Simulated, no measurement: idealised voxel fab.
process module | voxel spacer lines
cross-section cut | 255 nm wide | cells 5 nm
A cross-section is a grid of square cells, given in bands from the top down. A band is one or more rows of cells.
Each band's line starts with the height of the band's top and of its bottom, in nm. Then come its materials from left to right, each with its width in nm. One material with "throughout" fills the band from edge to edge. "air" is empty space.
Height 0 is the level under which the wafer as received is all one material. The lowest band goes on downwards, as in "0 down".
A width such as "30 to 40" changes by the same amount from each row of cells to the next, from the band's top row to its bottom row.
"no change" after a step means that no cell of the cross-section changed.
closed voids: empty space of 8 cells or more with no open way to the top, each as width x height at its distance from the left edge, in nm
after a step's settings: what the simulator itself notes on the step
overlay nm, on a step with a mask: how far to the right of its planned place the mask lay; to the left if negative
plan
1 op RECEIVE | material Si
2 op CONFORMAL_DEP | material Al2O3 | thk nm 10
3 op DIRECTIONAL_DEP | material polySi | thk nm 15
4 op DIRECTIONAL_DEP | material aC | thk nm 20
5 op PATTERN | tone cover | mask id MANDREL | material resist | width nm 25 | pitch nm 70 | thk nm 25 | overlay nm 0
6 op DIRECTIONAL_ETCH | etch materials aC | depth nm 20
7 op STRIP | etch materials resist
8 op CONFORMAL_DEP | material SiO2 | thk nm 10
9 op DIRECTIONAL_ETCH | etch materials SiO2 | depth nm 10
10 op STRIP | etch materials aC
11 op DIRECTIONAL_ETCH | etch materials polySi | depth nm 15
12 op STRIP | etch materials SiO2
13 op FILL_DEP | material lowk | thk nm 10
14 op CMP | height nm 25
first wafer, as planned
as received, after step 1
  0 down: Si throughout
  closed voids: none
after step 2
  10 to 0: Al2O3 throughout
  below 0: unchanged
after step 3
  25 to 10: polySi throughout
  below 10: unchanged
after step 4
  45 to 25: aC throughout
  below 25: unchanged
after step 5
  70 to 45: air 80 | resist 25 | air 45 | resist 25 | air 80
  below 45: unchanged
after step 6
  50 to 45: air 80 | resist 25 | air 45 | resist 25 | air 80
  45 to 25: air 80 | aC 25 | air 45 | aC 25 | air 80
  below 25: unchanged
after step 7
  45 to 25: air 80 | aC 25 | air 45 | aC 25 | air 80
  below 25: unchanged
after step 8
  55 to 45: air 70 | SiO2 45 | air 25 | SiO2 45 | air 70
  45 to 35: air 70 | SiO2 10 | aC 25 | SiO2 10 | air 25 | SiO2 10 | aC 25 | SiO2 10 | air 70
  35 to 25: SiO2 80 | aC 25 | SiO2 45 | aC 25 | SiO2 80
  below 25: unchanged
after step 9
  45 to 25: air 70 | SiO2 10 | aC 25 | SiO2 10 | air 25 | SiO2 10 | aC 25 | SiO2 10 | air 70
  below 25: unchanged
after step 10
  45 to 25: air 70 | SiO2 10 | air 25 | SiO2 10 | air 25 | SiO2 10 | air 25 | SiO2 10 | air 70
  below 25: unchanged
after step 11
  45 to 25: air 70 | SiO2 10 | air 25 | SiO2 10 | air 25 | SiO2 10 | air 25 | SiO2 10 | air 70
  25 to 10: air 70 | polySi 10 | air 25 | polySi 10 | air 25 | polySi 10 | air 25 | polySi 10 | air 70
  below 10: unchanged
after step 12
  25 to 10: air 70 | polySi 10 | air 25 | polySi 10 | air 25 | polySi 10 | air 25 | polySi 10 | air 70
  below 10: unchanged
after step 13
  35 to 25: lowk throughout
  25 to 10: lowk 70 | polySi 10 | lowk 25 | polySi 10 | lowk 25 | polySi 10 | lowk 25 | polySi 10 | lowk 70
  below 10: unchanged
after step 14
  25 to 10: lowk 70 | polySi 10 | lowk 25 | polySi 10 | lowk 25 | polySi 10 | lowk 25 | polySi 10 | lowk 70
  below 10: unchanged
second wafer: like start, like plan, one mistake. Through step 1 it matches the first wafer
when step 2 should have ended
  15 to 0: Al2O3 throughout
  below 0: unchanged
when step 3 should have ended
  30 to 15: polySi throughout
  below 15: unchanged
when step 4 should have ended
  50 to 30: aC throughout
  below 30: unchanged
when step 5 should have ended
  75 to 50: air 80 | resist 25 | air 45 | resist 25 | air 80
  below 50: unchanged
when step 6 should have ended
  55 to 50: air 80 | resist 25 | air 45 | resist 25 | air 80
  50 to 30: air 80 | aC 25 | air 45 | aC 25 | air 80
  below 30: unchanged
when step 7 should have ended
  50 to 30: air 80 | aC 25 | air 45 | aC 25 | air 80
  below 30: unchanged
when step 8 should have ended
  60 to 50: air 70 | SiO2 45 | air 25 | SiO2 45 | air 70
  50 to 40: air 70 | SiO2 10 | aC 25 | SiO2 10 | air 25 | SiO2 10 | aC 25 | SiO2 10 | air 70
  40 to 30: SiO2 80 | aC 25 | SiO2 45 | aC 25 | SiO2 80
  below 30: unchanged
when step 9 should have ended
  50 to 30: air 70 | SiO2 10 | aC 25 | SiO2 10 | air 25 | SiO2 10 | aC 25 | SiO2 10 | air 70
  below 30: unchanged
when step 10 should have ended
  50 to 30: air 70 | SiO2 10 | air 25 | SiO2 10 | air 25 | SiO2 10 | air 25 | SiO2 10 | air 70
  below 30: unchanged
when step 11 should have ended
  50 to 30: air 70 | SiO2 10 | air 25 | SiO2 10 | air 25 | SiO2 10 | air 25 | SiO2 10 | air 70
  30 to 15: air 70 | polySi 10 | air 25 | polySi 10 | air 25 | polySi 10 | air 25 | polySi 10 | air 70
  below 15: unchanged
when step 12 should have ended
  30 to 15: air 70 | polySi 10 | air 25 | polySi 10 | air 25 | polySi 10 | air 25 | polySi 10 | air 70
  below 15: unchanged
when step 13 should have ended
  40 to 30: lowk throughout
  30 to 15: lowk 70 | polySi 10 | lowk 25 | polySi 10 | lowk 25 | polySi 10 | lowk 25 | polySi 10 | lowk 70
  below 15: unchanged
when step 14 should have ended
  25 to 15: lowk 70 | polySi 10 | lowk 25 | polySi 10 | lowk 25 | polySi 10 | lowk 25 | polySi 10 | lowk 70
  below 15: unchanged
what went wrong: step 2 ran as: op CONFORMAL_DEP | material Al2O3 | thk nm 15
at the end the second wafer has, in cells: 51 more of Al2O3 | 43 fewer of lowk | 8 fewer of polySi
